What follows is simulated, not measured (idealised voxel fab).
The name of this process module is voxel trench capacitor.
The cross-section on display is named cut; it measures 190 nm wide, and its cells are 5 nm squares.
Cross-section layout: square cells on a grid; listed as bands, top to bottom; a band spans one or more cell rows. This entry defines a band. It first specifies the height of the band's top and the height of its bottom in nm, and then specifies the band's materials from left to right, stating each material with its width in nm. The word "everywhere" identifies a single material that fills the band from edge to edge, while the word "empty" identifies empty space. Height 0 is the level under which the wafer as received is all one material. The lowest band goes on downwards, as in "0 -> down". Width: "30 to 40" (first number = top row, second number = bottom row, same change from row to row of cells). The designation "remained the same", where it is given for a processing step, indicates that no cell of the cross-section was altered in the course of that step. Voids not open to the top, 8 cells minimum: see "Sealed internal cavities". Written width x height at distance; distance is from the left edge; nm. If you see something after the settings on a step's line, that's the simulator's own remark about that step. overlay nm: step with mask; distance mask lay right of planned place; negative value = left of planned place.

**Here's what the planned process steps look like**
step 1: RECEIVE,material Si
step 2: CONFORMAL_DEP,material SiN,thk nm 5
step 3: PATTERN,tone open,mask id TRENCH,material resist,width nm 25,pitch nm 55,thk nm 20,overlay nm 0
step 4: DIRECTIONAL_ETCH,etch materials SiN,depth nm 5
step 5: DIRECTIONAL_ETCH,etch materials Si,depth nm 35
step 6: STRIP,etch materials resist
step 7: CONFORMAL_DEP,material HfO2,thk nm 5
step 8: CONFORMAL_DEP,material TiN,thk nm 5
step 9: FILL_DEP,material W,thk nm 5
step 10: CMP,height nm 5

**On the first of the two wafers: run conducted according to plan**

**As-received state of the wafer in cross-section, equivalent to post-step 1**
* 0 -> down  Si everywhere
* Sealed internal cavities: none

**The wafer in cross-section once step 2 is complete**
* 5 -> 0  SiN everywhere
* All layers under 0 are left as they were.

**The wafer in cross-section once step 3 is complete**
* 25 -> 5  55 resist, 25 empty, 30 resist, 25 empty, 55 resist
* All layers under 5 are left as they were.

**The wafer in cross-section once step 4 is complete**
* 25 -> 5  55 resist, 25 empty, 30 resist, 25 empty, 55 resist
* 5 -> 0  55 SiN, 25 empty, 30 SiN, 25 empty, 55 SiN
* All layers under 0 are left as they were.

**The wafer in cross-section once step 5 is complete**
* 25 -> 5  55 resist, 25 empty, 30 resist, 25 empty, 55 resist
* 5 -> 0  55 SiN, 25 empty, 30 SiN, 25 empty, 55 SiN
* 0 -> -35  55 Si, 25 empty, 30 Si, 25 empty, 55 Si
* All layers under -35 are left as they were.

**The wafer in cross-section once step 6 is complete**
* 5 -> 0  55 SiN, 25 empty, 30 SiN, 25 empty, 55 SiN
* All layers under 0 are left as they were.

**The wafer in cross-section once step 7 is complete**
* 10 -> 5  60 HfO2, 15 empty, 40 HfO2, 15 empty, 60 HfO2
* 5 -> 0  55 SiN, 5 HfO2, 15 empty, 5 HfO2, 30 SiN, 5 HfO2, 15 empty, 5 HfO2, 55 SiN
* 0 -> -30  55 Si, 5 HfO2, 15 empty, 5 HfO2, 30 Si, 5 HfO2, 15 empty, 5 HfO2, 55 Si
* -30 -> -35  55 Si, 25 HfO2, 30 Si, 25 HfO2, 55 Si
* All layers under -35 are left as they were.

**The wafer in cross-section once step 8 is complete**
* 15 -> 10  65 TiN, 5 empty, 50 TiN, 5 empty, 65 TiN
* 10 -> 5  60 HfO2, 5 TiN, 5 empty, 5 TiN, 40 HfO2, 5 TiN, 5 empty, 5 TiN, 60 HfO2
* 5 -> 0  55 SiN, 5 HfO2, 5 TiN, 5 empty, 5 TiN, 5 HfO2, 30 SiN, 5 HfO2, 5 TiN, 5 empty, 5 TiN, 5 HfO2, 55 SiN
* 0 -> -25  55 Si, 5 HfO2, 5 TiN, 5 empty, 5 TiN, 5 HfO2, 30 Si, 5 HfO2, 5 TiN, 5 empty, 5 TiN, 5 HfO2, 55 Si
* -25 -> -30  55 Si, 5 HfO2, 15 TiN, 5 HfO2, 30 Si, 5 HfO2, 15 TiN, 5 HfO2, 55 Si
* All layers under -30 are left as they were.

**The wafer in cross-section once step 9 is complete**
* 20 -> 15  W everywhere
* 15 -> 10  65 TiN, 5 W, 50 TiN, 5 W, 65 TiN
* 10 -> 5  60 HfO2, 5 TiN, 5 W, 5 TiN, 40 HfO2, 5 TiN, 5 W, 5 TiN, 60 HfO2
* 5 -> 0  55 SiN, 5 HfO2, 5 TiN, 5 W, 5 TiN, 5 HfO2, 30 SiN, 5 HfO2, 5 TiN, 5 W, 5 TiN, 5 HfO2, 55 SiN
* 0 -> -25  55 Si, 5 HfO2, 5 TiN, 5 W, 5 TiN, 5 HfO2, 30 Si, 5 HfO2, 5 TiN, 5 W, 5 TiN, 5 HfO2, 55 Si
* All layers under -25 are left as they were.

**The wafer in cross-section once step 10 is complete**
* 5 -> 0  55 SiN, 5 HfO2, 5 TiN, 5 W, 5 TiN, 5 HfO2, 30 SiN, 5 HfO2, 5 TiN, 5 W, 5 TiN, 5 HfO2, 55 SiN
* All layers under 0 are left as they were.

**Second wafer, same starting conditions and recipe as the first, one mistake in executing it, nothing differs from the first up to and including step 2**

**Second wafer: cross-section at the scheduled end of step 3**
* 25 -> 5  55 empty, 25 resist, 30 empty, 25 resist, 55 empty
* All layers under 5 are left as they were.

**Second wafer: cross-section at the scheduled end of step 4**
* 25 -> 5  55 empty, 25 resist, 30 empty, 25 resist, 55 empty
* 5 -> 0  55 empty, 25 SiN, 30 empty, 25 SiN, 55 empty
* All layers under 0 are left as they were.

**Second wafer: cross-section at the scheduled end of step 5**
* 25 -> 5  55 empty, 25 resist, 30 empty, 25 resist, 55 empty
* 5 -> 0  55 empty, 25 SiN, 30 empty, 25 SiN, 55 empty
* 0 -> -35  55 empty, 25 Si, 30 empty, 25 Si, 55 empty
* All layers under -35 are left as they were.

**Second wafer: cross-section at the scheduled end of step 6**
* 5 -> 0  55 empty, 25 SiN, 30 empty, 25 SiN, 55 empty
* All layers under 0 are left as they were.

**Second wafer: cross-section at the scheduled end of step 7**
* 10 -> 5  50 empty, 35 HfO2, 20 empty, 35 HfO2, 50 empty
* 5 -> 0  50 empty, 5 HfO2, 25 SiN, 5 HfO2, 20 empty, 5 HfO2, 25 SiN, 5 HfO2, 50 empty
* 0 -> -30  50 empty, 5 HfO2, 25 Si, 5 HfO2, 20 empty, 5 HfO2, 25 Si, 5 HfO2, 50 empty
* -30 -> -35  55 HfO2, 25 Si, 30 HfO2, 25 Si, 55 HfO2
* All layers under -35 are left as they were.

**Second wafer: cross-section at the scheduled end of step 8**
* 15 -> 10  45 empty, 45 TiN, 10 empty, 45 TiN, 45 empty
* 10 -> 5  45 empty, 5 TiN, 35 HfO2, 5 TiN, 10 empty, 5 TiN, 35 HfO2, 5 TiN, 45 empty
* 5 -> 0  45 empty, 5 TiN, 5 HfO2, 25 SiN, 5 HfO2, 5 TiN, 10 empty, 5 TiN, 5 HfO2, 25 SiN, 5 HfO2, 5 TiN, 45 empty
* 0 -> -25  45 empty, 5 TiN, 5 HfO2, 25 Si, 5 HfO2, 5 TiN, 10 empty, 5 TiN, 5 HfO2, 25 Si, 5 HfO2, 5 TiN, 45 empty
* -25 -> -30  50 TiN, 5 HfO2, 25 Si, 5 HfO2, 20 TiN, 5 HfO2, 25 Si, 5 HfO2, 50 TiN
* All layers under -30 are left as they were.

**Second wafer: cross-section at the scheduled end of step 9**
* 20 -> 15  W everywhere
* 15 -> 10  45 W, 45 TiN, 10 W, 45 TiN, 45 W
* 10 -> 5  45 W, 5 TiN, 35 HfO2, 5 TiN, 10 W, 5 TiN, 35 HfO2, 5 TiN, 45 W
* 5 -> 0  45 W, 5 TiN, 5 HfO2, 25 SiN, 5 HfO2, 5 TiN, 10 W, 5 TiN, 5 HfO2, 25 SiN, 5 HfO2, 5 TiN, 45 W
* 0 -> -25  45 W, 5 TiN, 5 HfO2, 25 Si, 5 HfO2, 5 TiN, 10 W, 5 TiN, 5 HfO2, 25 Si, 5 HfO2, 5 TiN, 45 W
* All layers under -25 are left as they were.

**Second wafer: cross-section at the scheduled end of step 10**
* 5 -> 0  45 W, 5 TiN, 5 HfO2, 25 SiN, 5 HfO2, 5 TiN, 10 W, 5 TiN, 5 HfO2, 25 SiN, 5 HfO2, 5 TiN, 45 W
* All layers under 0 are left as they were.
Finding, execution versus plan: step 3 was processed under conditions differing from the plan, specifically as PATTERN,tone cover,mask id TRENCH,material resist,width nm 25,pitch nm 55,thk nm 20,overlay nm 0
It is noted that, at the conclusion of processing, the second wafer exhibits a higher or lower cell count for certain materials relative to the first: HfO2: 18 more | Si: 126 fewer | SiN: 18 fewer | TiN: 18 more | W: 108 more
